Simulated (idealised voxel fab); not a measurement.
Module name: voxel released beams (process module)
Shown is cross-section cut, with a width of 290 nm and square cells of size 5 nm.
Just so we're on the same page, the cross-sections are grids of square cells, and they're listed out in bands top to bottom, each band one or more rows deep.
This entry defines a band. It first specifies the height of the band's top and the height of its bottom in nm, and then specifies the band's materials from left to right, stating each material with its width in nm. The word "throughout" identifies a single material that fills the band from edge to edge, while the word "blank" identifies empty space.
A quick word on heights: they are counted from 0, and under that level the wafer as it came to us is one material throughout. The lowest band is different from the rest in having no bottom; it simply continues downward, written as in "0 -> down".
With a width like "30..40", each row of cells in the band differs from the next by the same amount, the top row carrying the first number and the bottom row the second.
"nothing got changed" for a step: no cell of the cross-section changed in that step.
Heads up: "Entrapped voids" only lists the empty pockets with no open path to the top that are 8 cells or more, and it writes them as width x height at distance, distance from the left edge, in nm.
On each step's line, the part that comes after the settings is the simulator's own comment on the step.
What "overlay nm" on a step's line means: if the step has a mask, that mask lay this far to the right of its planned place, or, when the value is negative, to the left.
The steps planned for the process are as follows
1. RECEIVE (material Si)
2. CONFORMAL_DEP (material SiN; thk nm 10)
3. DIRECTIONAL_DEP (material SiO2; thk nm 10)
4. PATTERN (tone open; mask id ANCHOR; material resist; width nm 45; thk nm 15; overlay nm 0)
5. DIRECTIONAL_ETCH (etch materials SiO2; depth nm 10)
6. STRIP (etch materials resist)
7. CONFORMAL_DEP (material polySi; thk nm 15)
8. MASKED_ETCH (tone cover; mask id BEAM; width nm 105; etch materials polySi; depth nm 15; overlay nm 0)
9. STRIP (etch materials SiO2)
Cross-section of the wafer upon arrival, representing the state reached after step 1
    0 -> down: Si throughout
    Entrapped voids: none
Cross-sectional image of the first of two wafers at the end of the module, the run having proceeded as planned
    35 -> 25: blank 90, then polySi 20, then blank 15, then polySi 70, then blank 95
    25 -> 20: blank 90, then polySi 105, then blank 95
    20 -> 10: blank 95, then polySi 45, then blank 150
    10 -> 0: SiN throughout
    0 -> down: Si throughout
    Entrapped voids: none
Wafer two (of two), end-of-module cross-section: start = wafer one, plan = wafer one, one run mistake
    35 -> 25: blank 95, then polySi 15, then blank 15, then polySi 75, then blank 90
    25 -> 20: blank 95, then polySi 105, then blank 90
    20 -> 10: blank 95, then polySi 45, then blank 150
    10 -> 0: SiN throughout
    0 -> down: Si throughout
    Entrapped voids: none
Finding, execution versus plan: note that step 8 departed from the planned setting and was carried out as MASKED_ETCH (tone cover; mask id BEAM; width nm 105; etch materials polySi; depth nm 15; overlay nm 5)
Tallied in cells, the final second wafer holds each material in the same quantity as the first, although not at the same places.
